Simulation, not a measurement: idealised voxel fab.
The process module that follows is named voxel gate over fins.
It is cross-section cut that appears here, measuring 265 nm in width, its square cells being 5 nm in size.
A cross-section in this document is a grid of square cells, and it is written down as bands, the top band listed before the ones below it; a band is made up of one or more rows of cells.
Heights first: top, then bottom, in nm. Then materials, left to right, each with a width in nm. "full width" on a single material: fills the band edge to edge. "empty": empty space.
For the purposes of this specification, 0 denotes the height below which the wafer in its as-received condition is composed wholly of one material, and the lowermost band, lacking a lower limit, extends downward without end, as expressed in "z 0 and below".
It should be noted that a width expressed as "30..40" varies in equal increments from row to row of cells within the band, taking the value of the first number at the top row and that of the second number at the bottom row.
The designation "nothing different", where it is given for a processing step, indicates that no cell of the cross-section was altered in the course of that step.
"Sealed internal cavities" means: voids of 8 cells or more that are shut off from the top with no open way through. Written width x height at distance, distance from the left edge, in nm.
If you see something after the settings on a step's line, that's the simulator's own remark about that step.
On any step carrying a mask, the "overlay nm" setting, if present on the step's line, tells how far right of its planned place the mask lay; negative values point to the left.
From here on the document is pairs. In a pair, the cross-section before one process step comes with the cross-section after it, and the latter goes no deeper than the lowest band that changed. What lies in between, the step and its settings, is written under the pair. A pair may be from a different run of this module on the same starting wafer than the pair above it, so it continues from that pair only where its entry headed "Pre-step snapshot" says so.
**Pre-step snapshot**
  z 5 to 0  35 nm empty, 15 nm HfO2, 45 nm empty, 15 nm HfO2, 45 nm empty, 15 nm HfO2, 45 nm empty, 15 nm HfO2, 35 nm empty
  z 0 to -15  35 nm empty, 5 nm HfO2, 5 nm Si, 5 nm HfO2, 45 nm empty, 5 nm HfO2, 5 nm Si, 5 nm HfO2, 45 nm empty, 5 nm HfO2, 5 nm Si, 5 nm HfO2, 45 nm empty, 5 nm HfO2, 5 nm Si, 5 nm HfO2, 35 nm empty
  z -15 to -20  35 nm empty, 5 nm HfO2, 5 nm Si, 5 nm HfO2, 10 nm empty, 25 nm HfO2, 10 nm empty, 5 nm HfO2, 5 nm Si, 5 nm HfO2, 45 nm empty, 5 nm HfO2, 5 nm Si, 5 nm HfO2, 45 nm empty, 5 nm HfO2, 5 nm Si, 5 nm HfO2, 35 nm empty
  z -20 to -25  35 nm empty, 5 nm HfO2, 5 nm Si, 5 nm HfO2, 10 nm empty, 5 nm HfO2, 5 nm TiN, 5 nm Ru, 5 nm TiN, 5 nm HfO2, 10 nm empty, 5 nm HfO2, 5 nm Si, 5 nm HfO2, 45 nm empty, 5 nm HfO2, 5 nm Si, 5 nm HfO2, 45 nm empty, 5 nm HfO2, 5 nm Si, 5 nm HfO2, 35 nm empty
  z -25 to -30  40 nm HfO2, 5 nm Si, 20 nm HfO2, 5 nm TiN, 5 nm Ru, 5 nm TiN, 20 nm HfO2, 5 nm Si, 55 nm HfO2, 5 nm Si, 55 nm HfO2, 5 nm Si, 40 nm HfO2
  z -30 to -35  40 nm SiO2, 5 nm Si, 20 nm SiO2, 15 nm TiN, 20 nm SiO2, 5 nm Si, 55 nm SiO2, 5 nm Si, 55 nm SiO2, 5 nm Si, 40 nm SiO2
  z -35 to -45  40 nm SiO2, 5 nm Si, 55 nm SiO2, 5 nm Si, 55 nm SiO2, 5 nm Si, 55 nm SiO2, 5 nm Si, 40 nm SiO2
  z -45 and below  Si full width
  Sealed internal cavities: none
**Sectional Result**
  z 10 to 5  30 nm empty, 25 nm TiN, 35 nm empty, 25 nm TiN, 35 nm empty, 25 nm TiN, 35 nm empty, 25 nm TiN, 30 nm empty
  z 5 to 0  30 nm empty, 5 nm TiN, 15 nm HfO2, 5 nm TiN, 35 nm empty, 5 nm TiN, 15 nm HfO2, 5 nm TiN, 35 nm empty, 5 nm TiN, 15 nm HfO2, 5 nm TiN, 35 nm empty, 5 nm TiN, 15 nm HfO2, 5 nm TiN, 30 nm empty
  z 0 to -10  30 nm empty, 5 nm TiN, 5 nm HfO2, 5 nm Si, 5 nm HfO2, 5 nm TiN, 35 nm empty, 5 nm TiN, 5 nm HfO2, 5 nm Si, 5 nm HfO2, 5 nm TiN, 35 nm empty, 5 nm TiN, 5 nm HfO2, 5 nm Si, 5 nm HfO2, 5 nm TiN, 35 nm empty, 5 nm TiN, 5 nm HfO2, 5 nm Si, 5 nm HfO2, 5 nm TiN, 30 nm empty
  z -10 to -15  30 nm empty, 5 nm TiN, 5 nm HfO2, 5 nm Si, 5 nm HfO2, 45 nm TiN, 5 nm HfO2, 5 nm Si, 5 nm HfO2, 5 nm TiN, 35 nm empty, 5 nm TiN, 5 nm HfO2, 5 nm Si, 5 nm HfO2, 5 nm TiN, 35 nm empty, 5 nm TiN, 5 nm HfO2, 5 nm Si, 5 nm HfO2, 5 nm TiN, 30 nm empty
  z -15 to -20  30 nm empty, 5 nm TiN, 5 nm HfO2, 5 nm Si, 5 nm HfO2, 10 nm TiN, 25 nm HfO2, 10 nm TiN, 5 nm HfO2, 5 nm Si, 5 nm HfO2, 5 nm TiN, 35 nm empty, 5 nm TiN, 5 nm HfO2, 5 nm Si, 5 nm HfO2, 5 nm TiN, 35 nm empty, 5 nm TiN, 5 nm HfO2, 5 nm Si, 5 nm HfO2, 5 nm TiN, 30 nm empty
  z -20 to -25  35 nm TiN, 5 nm HfO2, 5 nm Si, 5 nm HfO2, 10 nm TiN, 5 nm HfO2, 5 nm TiN, 5 nm Ru, 5 nm TiN, 5 nm HfO2, 10 nm TiN, 5 nm HfO2, 5 nm Si, 5 nm HfO2, 45 nm TiN, 5 nm HfO2, 5 nm Si, 5 nm HfO2, 45 nm TiN, 5 nm HfO2, 5 nm Si, 5 nm HfO2, 35 nm TiN
  For the remainder of the cross-section, below -25, there is no change.
  Sealed internal cavities: none
Processing between the before and after sections above: CONFORMAL_DEP,material TiN,thk nm 5
Pre-step snapshot: it's just the after picture from the pair right above this one.
**Sectional Result**
  z 15 to 10  25 nm empty, 35 nm TiAl, 25 nm empty, 35 nm TiAl, 25 nm empty, 35 nm TiAl, 25 nm empty, 35 nm TiAl, 25 nm empty
  z 10 to 5  25 nm empty, 5 nm TiAl, 25 nm TiN, 5 nm TiAl, 25 nm empty, 5 nm TiAl, 25 nm TiN, 5 nm TiAl, 25 nm empty, 5 nm TiAl, 25 nm TiN, 5 nm TiAl, 25 nm empty, 5 nm TiAl, 25 nm TiN, 5 nm TiAl, 25 nm empty
  z 5 to 0  25 nm empty, 5 nm TiAl, 5 nm TiN, 15 nm HfO2, 5 nm TiN, 5 nm TiAl, 25 nm empty, 5 nm TiAl, 5 nm TiN, 15 nm HfO2, 5 nm TiN, 5 nm TiAl, 25 nm empty, 5 nm TiAl, 5 nm TiN, 15 nm HfO2, 5 nm TiN, 5 nm TiAl, 25 nm empty, 5 nm TiAl, 5 nm TiN, 15 nm HfO2, 5 nm TiN, 5 nm TiAl, 25 nm empty
  z 0 to -5  25 nm empty, 5 nm TiAl, 5 nm TiN, 5 nm HfO2, 5 nm Si, 5 nm HfO2, 5 nm TiN, 5 nm TiAl, 25 nm empty, 5 nm TiAl, 5 nm TiN, 5 nm HfO2, 5 nm Si, 5 nm HfO2, 5 nm TiN, 5 nm TiAl, 25 nm empty, 5 nm TiAl, 5 nm TiN, 5 nm HfO2, 5 nm Si, 5 nm HfO2, 5 nm TiN, 5 nm TiAl, 25 nm empty, 5 nm TiAl, 5 nm TiN, 5 nm HfO2, 5 nm Si, 5 nm HfO2, 5 nm TiN, 5 nm TiAl, 25 nm empty
  z -5 to -10  25 nm empty, 5 nm TiAl, 5 nm TiN, 5 nm HfO2, 5 nm Si, 5 nm HfO2, 5 nm TiN, 35 nm TiAl, 5 nm TiN, 5 nm HfO2, 5 nm Si, 5 nm HfO2, 5 nm TiN, 5 nm TiAl, 25 nm empty, 5 nm TiAl, 5 nm TiN, 5 nm HfO2, 5 nm Si, 5 nm HfO2, 5 nm TiN, 5 nm TiAl, 25 nm empty, 5 nm TiAl, 5 nm TiN, 5 nm HfO2, 5 nm Si, 5 nm HfO2, 5 nm TiN, 5 nm TiAl, 25 nm empty
  z -10 to -15  25 nm empty, 5 nm TiAl, 5 nm TiN, 5 nm HfO2, 5 nm Si, 5 nm HfO2, 45 nm TiN, 5 nm HfO2, 5 nm Si, 5 nm HfO2, 5 nm TiN, 5 nm TiAl, 25 nm empty, 5 nm TiAl, 5 nm TiN, 5 nm HfO2, 5 nm Si, 5 nm HfO2, 5 nm TiN, 5 nm TiAl, 25 nm empty, 5 nm TiAl, 5 nm TiN, 5 nm HfO2, 5 nm Si, 5 nm HfO2, 5 nm TiN, 5 nm TiAl, 25 nm empty
  z -15 to -20  30 nm TiAl, 5 nm TiN, 5 nm HfO2, 5 nm Si, 5 nm HfO2, 10 nm TiN, 25 nm HfO2, 10 nm TiN, 5 nm HfO2, 5 nm Si, 5 nm HfO2, 5 nm TiN, 35 nm TiAl, 5 nm TiN, 5 nm HfO2, 5 nm Si, 5 nm HfO2, 5 nm TiN, 35 nm TiAl, 5 nm TiN, 5 nm HfO2, 5 nm Si, 5 nm HfO2, 5 nm TiN, 30 nm TiAl
  For the remainder of the cross-section, below -20, there is no change.
  Sealed internal cavities: none
Processing between the before and after sections above: CONFORMAL_DEP,material TiAl,thk nm 5
Pre-step snapshot: it's just the after picture from the pair right above this one.
**Sectional Result**
  z 20 to 15  20 nm empty, 45 nm TiN, 15 nm empty, 45 nm TiN, 15 nm empty, 45 nm TiN, 15 nm empty, 45 nm TiN, 20 nm empty
  z 15 to 10  20 nm empty, 5 nm TiN, 35 nm TiAl, 5 nm TiN, 15 nm empty, 5 nm TiN, 35 nm TiAl, 5 nm TiN, 15 nm empty, 5 nm TiN, 35 nm TiAl, 5 nm TiN, 15 nm empty, 5 nm TiN, 35 nm TiAl, 5 nm TiN, 20 nm empty
  z 10 to 5  20 nm empty, 5 nm TiN, 5 nm TiAl, 25 nm TiN, 5 nm TiAl, 5 nm TiN, 15 nm empty, 5 nm TiN, 5 nm TiAl, 25 nm TiN, 5 nm TiAl, 5 nm TiN, 15 nm empty, 5 nm TiN, 5 nm TiAl, 25 nm TiN, 5 nm TiAl, 5 nm TiN, 15 nm empty, 5 nm TiN, 5 nm TiAl, 25 nm TiN, 5 nm TiAl, 5 nm TiN, 20 nm empty
  z 5 to 0  20 nm empty, 5 nm TiN, 5 nm TiAl, 5 nm TiN, 15 nm HfO2, 5 nm TiN, 5 nm TiAl, 5 nm TiN, 15 nm empty, 5 nm TiN, 5 nm TiAl, 5 nm TiN, 15 nm HfO2, 5 nm TiN, 5 nm TiAl, 5 nm TiN, 15 nm empty, 5 nm TiN, 5 nm TiAl, 5 nm TiN, 15 nm HfO2, 5 nm TiN, 5 nm TiAl, 5 nm TiN, 15 nm empty, 5 nm TiN, 5 nm TiAl, 5 nm TiN, 15 nm HfO2, 5 nm TiN, 5 nm TiAl, 5 nm TiN, 20 nm empty
  z 0 to -5  20 nm empty, 5 nm TiN, 5 nm TiAl, 5 nm TiN, 5 nm HfO2, 5 nm Si, 5 nm HfO2, 5 nm TiN, 5 nm TiAl, 25 nm TiN, 5 nm TiAl, 5 nm TiN, 5 nm HfO2, 5 nm Si, 5 nm HfO2, 5 nm TiN, 5 nm TiAl, 5 nm TiN, 15 nm empty, 5 nm TiN, 5 nm TiAl, 5 nm TiN, 5 nm HfO2, 5 nm Si, 5 nm HfO2, 5 nm TiN, 5 nm TiAl, 5 nm TiN, 15 nm empty, 5 nm TiN, 5 nm TiAl, 5 nm TiN, 5 nm HfO2, 5 nm Si, 5 nm HfO2, 5 nm TiN, 5 nm TiAl, 5 nm TiN, 20 nm empty
  z -5 to -10  20 nm empty, 5 nm TiN, 5 nm TiAl, 5 nm TiN, 5 nm HfO2, 5 nm Si, 5 nm HfO2, 5 nm TiN, 35 nm TiAl, 5 nm TiN, 5 nm HfO2, 5 nm Si, 5 nm HfO2, 5 nm TiN, 5 nm TiAl, 5 nm TiN, 15 nm empty, 5 nm TiN, 5 nm TiAl, 5 nm TiN, 5 nm HfO2, 5 nm Si, 5 nm HfO2, 5 nm TiN, 5 nm TiAl, 5 nm TiN, 15 nm empty, 5 nm TiN, 5 nm TiAl, 5 nm TiN, 5 nm HfO2, 5 nm Si, 5 nm HfO2, 5 nm TiN, 5 nm TiAl, 5 nm TiN, 20 nm empty
  z -10 to -15  25 nm TiN, 5 nm TiAl, 5 nm TiN, 5 nm HfO2, 5 nm Si, 5 nm HfO2, 45 nm TiN, 5 nm HfO2, 5 nm Si, 5 nm HfO2, 5 nm TiN, 5 nm TiAl, 25 nm TiN, 5 nm TiAl, 5 nm TiN, 5 nm HfO2, 5 nm Si, 5 nm HfO2, 5 nm TiN, 5 nm TiAl, 25 nm TiN, 5 nm TiAl, 5 nm TiN, 5 nm HfO2, 5 nm Si, 5 nm HfO2, 5 nm TiN, 5 nm TiAl, 25 nm TiN
  For the remainder of the cross-section, below -15, there is no change.
  Sealed internal cavities: none
Processing between the before and after sections above: CONFORMAL_DEP,material TiN,thk nm 5
Pre-step snapshot: it's just the after picture from the pair right above this one.
**Sectional Result**
  z 30 to 20  W full width
  z 20 to 15  20 nm W, 45 nm TiN, 15 nm W, 45 nm TiN, 15 nm W, 45 nm TiN, 15 nm W, 45 nm TiN, 20 nm W
  z 15 to 10  20 nm W, 5 nm TiN, 35 nm TiAl, 5 nm TiN, 15 nm W, 5 nm TiN, 35 nm TiAl, 5 nm TiN, 15 nm W, 5 nm TiN, 35 nm TiAl, 5 nm TiN, 15 nm W, 5 nm TiN, 35 nm TiAl, 5 nm TiN, 20 nm W
  z 10 to 5  20 nm W, 5 nm TiN, 5 nm TiAl, 25 nm TiN, 5 nm TiAl, 5 nm TiN, 15 nm W, 5 nm TiN, 5 nm TiAl, 25 nm TiN, 5 nm TiAl, 5 nm TiN, 15 nm W, 5 nm TiN, 5 nm TiAl, 25 nm TiN, 5 nm TiAl, 5 nm TiN, 15 nm W, 5 nm TiN, 5 nm TiAl, 25 nm TiN, 5 nm TiAl, 5 nm TiN, 20 nm W
  z 5 to 0  20 nm W, 5 nm TiN, 5 nm TiAl, 5 nm TiN, 15 nm HfO2, 5 nm TiN, 5 nm TiAl, 5 nm TiN, 15 nm W, 5 nm TiN, 5 nm TiAl, 5 nm TiN, 15 nm HfO2, 5 nm TiN, 5 nm TiAl, 5 nm TiN, 15 nm W, 5 nm TiN, 5 nm TiAl, 5 nm TiN, 15 nm HfO2, 5 nm TiN, 5 nm TiAl, 5 nm TiN, 15 nm W, 5 nm TiN, 5 nm TiAl, 5 nm TiN, 15 nm HfO2, 5 nm TiN, 5 nm TiAl, 5 nm TiN, 20 nm W
  z 0 to -5  20 nm W, 5 nm TiN, 5 nm TiAl, 5 nm TiN, 5 nm HfO2, 5 nm Si, 5 nm HfO2, 5 nm TiN, 5 nm TiAl, 25 nm TiN, 5 nm TiAl, 5 nm TiN, 5 nm HfO2, 5 nm Si, 5 nm HfO2, 5 nm TiN, 5 nm TiAl, 5 nm TiN, 15 nm W, 5 nm TiN, 5 nm TiAl, 5 nm TiN, 5 nm HfO2, 5 nm Si, 5 nm HfO2, 5 nm TiN, 5 nm TiAl, 5 nm TiN, 15 nm W, 5 nm TiN, 5 nm TiAl, 5 nm TiN, 5 nm HfO2, 5 nm Si, 5 nm HfO2, 5 nm TiN, 5 nm TiAl, 5 nm TiN, 20 nm W
  z -5 to -10  20 nm W, 5 nm TiN, 5 nm TiAl, 5 nm TiN, 5 nm HfO2, 5 nm Si, 5 nm HfO2, 5 nm TiN, 35 nm TiAl, 5 nm TiN, 5 nm HfO2, 5 nm Si, 5 nm HfO2, 5 nm TiN, 5 nm TiAl, 5 nm TiN, 15 nm W, 5 nm TiN, 5 nm TiAl, 5 nm TiN, 5 nm HfO2, 5 nm Si, 5 nm HfO2, 5 nm TiN, 5 nm TiAl, 5 nm TiN, 15 nm W, 5 nm TiN, 5 nm TiAl, 5 nm TiN, 5 nm HfO2, 5 nm Si, 5 nm HfO2, 5 nm TiN, 5 nm TiAl, 5 nm TiN, 20 nm W
  For the remainder of the cross-section, below -10, there is no change.
  Sealed internal cavities: none
Processing between the before and after sections above: FILL_DEP,material W,thk nm 10
Pre-step snapshot: it's just the after picture from the pair right above this one.
**Sectional Result**
  z 25 to 20  W full width
  For the remainder of the cross-section, below 20, there is no change.
  Sealed internal cavities: none
Processing between the before and after sections above: CMP,height nm 25
Pre-step snapshot: it's just the after picture from the pair right above this one.
**Sectional Result**
  z 35 to 25  SiCN full width
  For the remainder of the cross-section, below 25, there is no change.
  Sealed internal cavities: none
Processing between the before and after sections above: CONFORMAL_DEP,material SiCN,thk nm 10
**Pre-step snapshot**
  z 10 to 0  35 nm SiO2, 15 nm SiN, 45 nm SiO2, 15 nm SiN, 45 nm SiO2, 15 nm SiN, 45 nm SiO2, 15 nm SiN, 35 nm SiO2
  z 0 to -20  40 nm SiO2, 5 nm Si, 55 nm SiO2, 5 nm Si, 55 nm SiO2, 5 nm Si, 55 nm SiO2, 5 nm Si, 40 nm SiO2
  z -20 to -30  40 nm SiO2, 5 nm Si, 20 nm SiO2, 5 nm TiN, 5 nm Ru, 5 nm TiN, 20 nm SiO2, 5 nm Si, 55 nm SiO2, 5 nm Si, 55 nm SiO2, 5 nm Si, 40 nm SiO2
  z -30 to -35  40 nm SiO2, 5 nm Si, 20 nm SiO2, 15 nm TiN, 20 nm SiO2, 5 nm Si, 55 nm SiO2, 5 nm Si, 55 nm SiO2, 5 nm Si, 40 nm SiO2
  z -35 to -45  40 nm SiO2, 5 nm Si, 55 nm SiO2, 5 nm Si, 55 nm SiO2, 5 nm Si, 55 nm SiO2, 5 nm Si, 40 nm SiO2
  z -45 and below  Si full width
  Sealed internal cavities: none
**Sectional Result**
  z 10 to 0  35 nm SiO2, 15 nm empty, 45 nm SiO2, 15 nm empty, 45 nm SiO2, 15 nm empty, 45 nm SiO2, 15 nm empty, 35 nm SiO2
  For the remainder of the cross-section, below 0, there is no change.
  Sealed internal cavities: none
Processing between the before and after sections above: STRIP,etch materials SiN
Pre-step snapshot: it's just the after picture from the pair right above this one.
**Sectional Result**
  z 0 to -10  40 nm empty, 5 nm Si, 55 nm empty, 5 nm Si, 55 nm empty, 5 nm Si, 55 nm empty, 5 nm Si, 40 nm empty
  z -10 to -20  15 nm SiO2, 25 nm empty, 5 nm Si, 25 nm empty, 5 nm SiO2, 25 nm empty, 5 nm Si, 25 nm empty, 5 nm SiO2, 25 nm empty, 5 nm Si, 25 nm empty, 5 nm SiO2, 25 nm empty, 5 nm Si, 25 nm empty, 15 nm SiO2
  For the remainder of the cross-section, below -20, there is no change.
  Sealed internal cavities: none
Processing between the before and after sections above: SELECTIVE_ETCH,etch materials SiO2,depth nm 20
Pre-step snapshot: it's just the after picture from the pair right above this one.
**Sectional Result**
  z 5 to 0  35 nm empty, 15 nm HfO2, 45 nm empty, 15 nm HfO2, 45 nm empty, 15 nm HfO2, 45 nm empty, 15 nm HfO2, 35 nm empty
  z 0 to -5  35 nm empty, 5 nm HfO2, 5 nm Si, 5 nm HfO2, 45 nm empty, 5 nm HfO2, 5 nm Si, 5 nm HfO2, 45 nm empty, 5 nm HfO2, 5 nm Si, 5 nm HfO2, 45 nm empty, 5 nm HfO2, 5 nm Si, 5 nm HfO2, 35 nm empty
  z -5 to -10  20 nm HfO2, 15 nm empty, 5 nm HfO2, 5 nm Si, 5 nm HfO2, 15 nm empty, 15 nm HfO2, 15 nm empty, 5 nm HfO2, 5 nm Si, 5 nm HfO2, 15 nm empty, 15 nm HfO2, 15 nm empty, 5 nm HfO2, 5 nm Si, 5 nm HfO2, 15 nm empty, 15 nm HfO2, 15 nm empty, 5 nm HfO2, 5 nm Si, 5 nm HfO2, 15 nm empty, 20 nm HfO2
  z -10 to -15  15 nm SiO2, 5 nm HfO2, 15 nm empty, 5 nm HfO2, 5 nm Si, 5 nm HfO2, 15 nm empty, 5 nm HfO2, 5 nm SiO2, 5 nm HfO2, 15 nm empty, 5 nm HfO2, 5 nm Si, 5 nm HfO2, 15 nm empty, 5 nm HfO2, 5 nm SiO2, 5 nm HfO2, 15 nm empty, 5 nm HfO2, 5 nm Si, 5 nm HfO2, 15 nm empty, 5 nm HfO2, 5 nm SiO2, 5 nm HfO2, 15 nm empty, 5 nm HfO2, 5 nm Si, 5 nm HfO2, 15 nm empty, 5 nm HfO2, 15 nm SiO2
  z -15 to -20  15 nm SiO2, 25 nm HfO2, 5 nm Si, 25 nm HfO2, 5 nm SiO2, 25 nm HfO2, 5 nm Si, 25 nm HfO2, 5 nm SiO2, 25 nm HfO2, 5 nm Si, 25 nm HfO2, 5 nm SiO2, 25 nm HfO2, 5 nm Si, 25 nm HfO2, 15 nm SiO2
  For the remainder of the cross-section, below -20, there is no change.
  Sealed internal cavities: none
Processing between the before and after sections above: CONFORMAL_DEP,material HfO2,thk nm 5
Pre-step snapshot: it's just the after picture from the pair right above this one.
**Sectional Result**
  z 10 to 5  30 nm empty, 25 nm TiN, 35 nm empty, 25 nm TiN, 35 nm empty, 25 nm TiN, 35 nm empty, 25 nm TiN, 30 nm empty
  z 5 to 0  30 nm empty, 5 nm TiN, 15 nm HfO2, 5 nm TiN, 35 nm empty, 5 nm TiN, 15 nm HfO2, 5 nm TiN, 35 nm empty, 5 nm TiN, 15 nm HfO2, 5 nm TiN, 35 nm empty, 5 nm TiN, 15 nm HfO2, 5 nm TiN, 30 nm empty
  z 0 to -5  25 nm TiN, 5 nm empty, 5 nm TiN, 5 nm HfO2, 5 nm Si, 5 nm HfO2, 5 nm TiN, 5 nm empty, 25 nm TiN, 5 nm empty, 5 nm TiN, 5 nm HfO2, 5 nm Si, 5 nm HfO2, 5 nm TiN, 5 nm empty, 25 nm TiN, 5 nm empty, 5 nm TiN, 5 nm HfO2, 5 nm Si, 5 nm HfO2, 5 nm TiN, 5 nm empty, 25 nm TiN, 5 nm empty, 5 nm TiN, 5 nm HfO2, 5 nm Si, 5 nm HfO2, 5 nm TiN, 5 nm empty, 25 nm TiN
  z -5 to -10  20 nm HfO2, 5 nm TiN, 5 nm empty, 5 nm TiN, 5 nm HfO2, 5 nm Si, 5 nm HfO2, 5 nm TiN, 5 nm empty, 5 nm TiN, 15 nm HfO2, 5 nm TiN, 5 nm empty, 5 nm TiN, 5 nm HfO2, 5 nm Si, 5 nm HfO2, 5 nm TiN, 5 nm empty, 5 nm TiN, 15 nm HfO2, 5 nm TiN, 5 nm empty, 5 nm TiN, 5 nm HfO2, 5 nm Si, 5 nm HfO2, 5 nm TiN, 5 nm empty, 5 nm TiN, 15 nm HfO2, 5 nm TiN, 5 nm empty, 5 nm TiN, 5 nm HfO2, 5 nm Si, 5 nm HfO2, 5 nm TiN, 5 nm empty, 5 nm TiN, 20 nm HfO2
  z -10 to -15  15 nm SiO2, 5 nm HfO2, 15 nm TiN, 5 nm HfO2, 5 nm Si, 5 nm HfO2, 15 nm TiN, 5 nm HfO2, 5 nm SiO2, 5 nm HfO2, 15 nm TiN, 5 nm HfO2, 5 nm Si, 5 nm HfO2, 15 nm TiN, 5 nm HfO2, 5 nm SiO2, 5 nm HfO2, 15 nm TiN, 5 nm HfO2, 5 nm Si, 5 nm HfO2, 15 nm TiN, 5 nm HfO2, 5 nm SiO2, 5 nm HfO2, 15 nm TiN, 5 nm HfO2, 5 nm Si, 5 nm HfO2, 15 nm TiN, 5 nm HfO2, 15 nm SiO2
  For the remainder of the cross-section, below -15, there is no change.
  Sealed internal cavities: none
Processing between the before and after sections above: CONFORMAL_DEP,material TiN,thk nm 5
Pre-step snapshot: it's just the after picture from the pair right above this one.
**Sectional Result**
  z 15 to 10  25 nm empty, 35 nm TiAl, 25 nm empty, 35 nm TiAl, 25 nm empty, 35 nm TiAl, 25 nm empty, 35 nm TiAl, 25 nm empty
  z 10 to 5  25 nm empty, 5 nm TiAl, 25 nm TiN, 5 nm TiAl, 25 nm empty, 5 nm TiAl, 25 nm TiN, 5 nm TiAl, 25 nm empty, 5 nm TiAl, 25 nm TiN, 5 nm TiAl, 25 nm empty, 5 nm TiAl, 25 nm TiN, 5 nm TiAl, 25 nm empty
  z 5 to 0  30 nm TiAl, 5 nm TiN, 15 nm HfO2, 5 nm TiN, 35 nm TiAl, 5 nm TiN, 15 nm HfO2, 5 nm TiN, 35 nm TiAl, 5 nm TiN, 15 nm HfO2, 5 nm TiN, 35 nm TiAl, 5 nm TiN, 15 nm HfO2, 5 nm TiN, 30 nm TiAl
  z 0 to -5  25 nm TiN, 5 nm TiAl, 5 nm TiN, 5 nm HfO2, 5 nm Si, 5 nm HfO2, 5 nm TiN, 5 nm TiAl, 25 nm TiN, 5 nm TiAl, 5 nm TiN, 5 nm HfO2, 5 nm Si, 5 nm HfO2, 5 nm TiN, 5 nm TiAl, 25 nm TiN, 5 nm TiAl, 5 nm TiN, 5 nm HfO2, 5 nm Si, 5 nm HfO2, 5 nm TiN, 5 nm TiAl, 25 nm TiN, 5 nm TiAl, 5 nm TiN, 5 nm HfO2, 5 nm Si, 5 nm HfO2, 5 nm TiN, 5 nm TiAl, 25 nm TiN
  z -5 to -10  20 nm HfO2, 5 nm TiN, 5 nm TiAl, 5 nm TiN, 5 nm HfO2, 5 nm Si, 5 nm HfO2, 5 nm TiN, 5 nm TiAl, 5 nm TiN, 15 nm HfO2, 5 nm TiN, 5 nm TiAl, 5 nm TiN, 5 nm HfO2, 5 nm Si, 5 nm HfO2, 5 nm TiN, 5 nm TiAl, 5 nm TiN, 15 nm HfO2, 5 nm TiN, 5 nm TiAl, 5 nm TiN, 5 nm HfO2, 5 nm Si, 5 nm HfO2, 5 nm TiN, 5 nm TiAl, 5 nm TiN, 15 nm HfO2, 5 nm TiN, 5 nm TiAl, 5 nm TiN, 5 nm HfO2, 5 nm Si, 5 nm HfO2, 5 nm TiN, 5 nm TiAl, 5 nm TiN, 20 nm HfO2
  For the remainder of the cross-section, below -10, there is no change.
  Sealed internal cavities: none
Processing between the before and after sections above: CONFORMAL_DEP,material TiAl,thk nm 5
Pre-step snapshot: it's just the after picture from the pair right above this one.
**Sectional Result**
  z 20 to 15  20 nm empty, 45 nm TiN, 15 nm empty, 45 nm TiN, 15 nm empty, 45 nm TiN, 15 nm empty, 45 nm TiN, 20 nm empty
  z 15 to 10  20 nm empty, 5 nm TiN, 35 nm TiAl, 5 nm TiN, 15 nm empty, 5 nm TiN, 35 nm TiAl, 5 nm TiN, 15 nm empty, 5 nm TiN, 35 nm TiAl, 5 nm TiN, 15 nm empty, 5 nm TiN, 35 nm TiAl, 5 nm TiN, 20 nm empty
  z 10 to 5  25 nm TiN, 5 nm TiAl, 25 nm TiN, 5 nm TiAl, 25 nm TiN, 5 nm TiAl, 25 nm TiN, 5 nm TiAl, 25 nm TiN, 5 nm TiAl, 25 nm TiN, 5 nm TiAl, 25 nm TiN, 5 nm TiAl, 25 nm TiN, 5 nm TiAl, 25 nm TiN
  For the remainder of the cross-section, below 5, there is no change.
  Sealed internal cavities: none
Processing between the before and after sections above: CONFORMAL_DEP,material TiN,thk nm 5
Pre-step snapshot: it's just the after picture from the pair right above this one.
**Sectional Result**
  z 30 to 20  W full width
  z 20 to 15  20 nm W, 45 nm TiN, 15 nm W, 45 nm TiN, 15 nm W, 45 nm TiN, 15 nm W, 45 nm TiN, 20 nm W
  z 15 to 10  20 nm W, 5 nm TiN, 35 nm TiAl, 5 nm TiN, 15 nm W, 5 nm TiN, 35 nm TiAl, 5 nm TiN, 15 nm W, 5 nm TiN, 35 nm TiAl, 5 nm TiN, 15 nm W, 5 nm TiN, 35 nm TiAl, 5 nm TiN, 20 nm W
  For the remainder of the cross-section, below 10, there is no change.
  Sealed internal cavities: none
Processing between the before and after sections above: FILL_DEP,material W,thk nm 10
Pre-step snapshot: it's just the after picture from the pair right above this one.
**Sectional Result**
  z 25 to 20  W full width
  For the remainder of the cross-section, below 20, there is no change.
  Sealed internal cavities: none
Processing between the before and after sections above: CMP,height nm 25
Pre-step snapshot: it's just the after picture from the pair right above this one.
**Sectional Result**
  z 35 to 25  SiCN full width
  For the remainder of the cross-section, below 25, there is no change.
  Sealed internal cavities: none
Processing between the before and after sections above: CONFORMAL_DEP,material SiCN,thk nm 10
**Pre-step snapshot**
  z 0 to -10  40 nm empty, 5 nm Si, 55 nm empty, 5 nm Si, 55 nm empty, 5 nm Si, 55 nm empty, 5 nm Si, 40 nm empty
  z -10 to -20  40 nm SiO2, 5 nm Si, 55 nm SiO2, 5 nm Si, 55 nm SiO2, 5 nm Si, 55 nm SiO2, 5 nm Si, 40 nm SiO2
  z -20 to -30  40 nm SiO2, 5 nm Si, 20 nm SiO2, 5 nm TiN, 5 nm Ru, 5 nm TiN, 20 nm SiO2, 5 nm Si, 55 nm SiO2, 5 nm Si, 55 nm SiO2, 5 nm Si, 40 nm SiO2
  z -30 to -35  40 nm SiO2, 5 nm Si, 20 nm SiO2, 15 nm TiN, 20 nm SiO2, 5 nm Si, 55 nm SiO2, 5 nm Si, 55 nm SiO2, 5 nm Si, 40 nm SiO2
  z -35 to -45  40 nm SiO2, 5 nm Si, 55 nm SiO2, 5 nm Si, 55 nm SiO2, 5 nm Si, 55 nm SiO2, 5 nm Si, 40 nm SiO2
  z -45 and below  Si full width
  Sealed internal cavities: none
**Sectional Result**
  z 15 to 5  25 nm empty, 35 nm HfO2, 25 nm empty, 35 nm HfO2, 25 nm empty, 35 nm HfO2, 25 nm empty, 35 nm HfO2, 25 nm empty
  z 5 to 0  HfO2 full width
  z 0 to -10  40 nm HfO2, 5 nm Si, 55 nm HfO2, 5 nm Si, 55 nm HfO2, 5 nm Si, 55 nm HfO2, 5 nm Si, 40 nm HfO2
  For the remainder of the cross-section, below -10, there is no change.
  Sealed internal cavities: none
Processing between the before and after sections above: CONFORMAL_DEP,material HfO2,thk nm 15
